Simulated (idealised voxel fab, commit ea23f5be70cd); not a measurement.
Title: Process Module voxel lift off
The cross-section on display is named cut; it measures 180 nm wide, and its cells are 5 nm squares.
Heads up, the way a cross-section reads in here is a grid of square cells, handed over as bands from the top down, with every band being one or more rows of cells. Quick guide to a band line: top height, bottom height (nm) up front; then every material left to right with its width in nm. Only one material and it's marked "edge to edge"? Then it fills the band edge to edge. And "blank" just means empty space. Ref level 0: as-received wafer is one material below here. Bottom band extends down with no lower bound ("0 down"). The expression "30..40" gives the width at the extremes of the band, the first number at its top row of cells and the second at its bottom row, with the width changing by equal amounts from each row to the next in between. It should be understood that the words "no modifications", when stated for a given step, signify that the cross-section underwent no change in any of its cells during that step. Listed in "Entrapped void list": every empty space of 8 or more cells without an open way to the top. Form: width x height at distance, the distance being from the left edge, all in nm. On each step's line, the part that comes after the settings is the simulator's own comment on the step. You can add "overlay nm" to a step's line. For a step with a mask, it describes how far the mask lay to the right of its planned position, and a negative number describes a lay to the left.

Listed below are the process steps as planned
1. RECEIVE,material Si
2. CONFORMAL_DEP,material Al2O3,thk nm 10
3. PATTERN,tone open,mask id LINES,material resist,width nm 20,pitch nm 40,thk nm 20,overlay nm 0
4. DIRECTIONAL_DEP,material Ru,thk nm 10
5. STRIP,etch materials resist
6. CONFORMAL_DEP,material SiN,thk nm 10

On the first of the two wafers: run conducted according to plan

The cross-section here shows the wafer as received, i.e. in its state after step 1
	0 down | Si edge to edge
	Entrapped void list: none

After step 2
	10 to 0 | Al2O3 edge to edge
	Below 0, no change.

After step 3
	30 to 10 | resist 20 nm / blank 20 nm / resist 20 nm / blank 20 nm / resist 20 nm / blank 20 nm / resist 20 nm / blank 20 nm / resist 20 nm
	Below 10, no change.

After step 4
	40 to 30 | Ru 20 nm / blank 20 nm / Ru 20 nm / blank 20 nm / Ru 20 nm / blank 20 nm / Ru 20 nm / blank 20 nm / Ru 20 nm
	30 to 20 | resist 20 nm / blank 20 nm / resist 20 nm / blank 20 nm / resist 20 nm / blank 20 nm / resist 20 nm / blank 20 nm / resist 20 nm
	20 to 10 | resist 20 nm / Ru 20 nm / resist 20 nm / Ru 20 nm / resist 20 nm / Ru 20 nm / resist 20 nm / Ru 20 nm / resist 20 nm
	Below 10, no change.

After step 5
	20 to 10 | blank 20 nm / Ru 20 nm / blank 20 nm / Ru 20 nm / blank 20 nm / Ru 20 nm / blank 20 nm / Ru 20 nm / blank 20 nm
	Below 10, no change.

After step 6
	30 to 20 | blank 10 nm / SiN 160 nm / blank 10 nm
	20 to 10 | SiN 20 nm / Ru 20 nm / SiN 20 nm / Ru 20 nm / SiN 20 nm / Ru 20 nm / SiN 20 nm / Ru 20 nm / SiN 20 nm
	Below 10, no change.

Second of two: same start, same plan, one run error; steps up to and including 2 match the first

Second wafer: cross-section at the scheduled end of step 3
	30 to 10 | resist 15 nm / blank 20 nm / resist 20 nm / blank 20 nm / resist 20 nm / blank 20 nm / resist 20 nm / blank 20 nm / resist 25 nm
	Below 10, no change.

Second wafer: cross-section at the scheduled end of step 4
	40 to 30 | Ru 15 nm / blank 20 nm / Ru 20 nm / blank 20 nm / Ru 20 nm / blank 20 nm / Ru 20 nm / blank 20 nm / Ru 25 nm
	30 to 20 | resist 15 nm / blank 20 nm / resist 20 nm / blank 20 nm / resist 20 nm / blank 20 nm / resist 20 nm / blank 20 nm / resist 25 nm
	20 to 10 | resist 15 nm / Ru 20 nm / resist 20 nm / Ru 20 nm / resist 20 nm / Ru 20 nm / resist 20 nm / Ru 20 nm / resist 25 nm
	Below 10, no change.

Second wafer: cross-section at the scheduled end of step 5
	20 to 10 | blank 15 nm / Ru 20 nm / blank 20 nm / Ru 20 nm / blank 20 nm / Ru 20 nm / blank 20 nm / Ru 20 nm / blank 25 nm
	Below 10, no change.

Second wafer: cross-section at the scheduled end of step 6
	30 to 20 | blank 5 nm / SiN 160 nm / blank 15 nm
	20 to 10 | SiN 15 nm / Ru 20 nm / SiN 20 nm / Ru 20 nm / SiN 20 nm / Ru 20 nm / SiN 20 nm / Ru 20 nm / SiN 25 nm
	Below 10, no change.
Run error: the process deviated at step 3: the operation and settings actually run there were PATTERN,tone open,mask id LINES,material resist,width nm 20,pitch nm 40,thk nm 20,overlay nm -5
at the end the second wafer has, in cells: as many of each material as the first, in other places
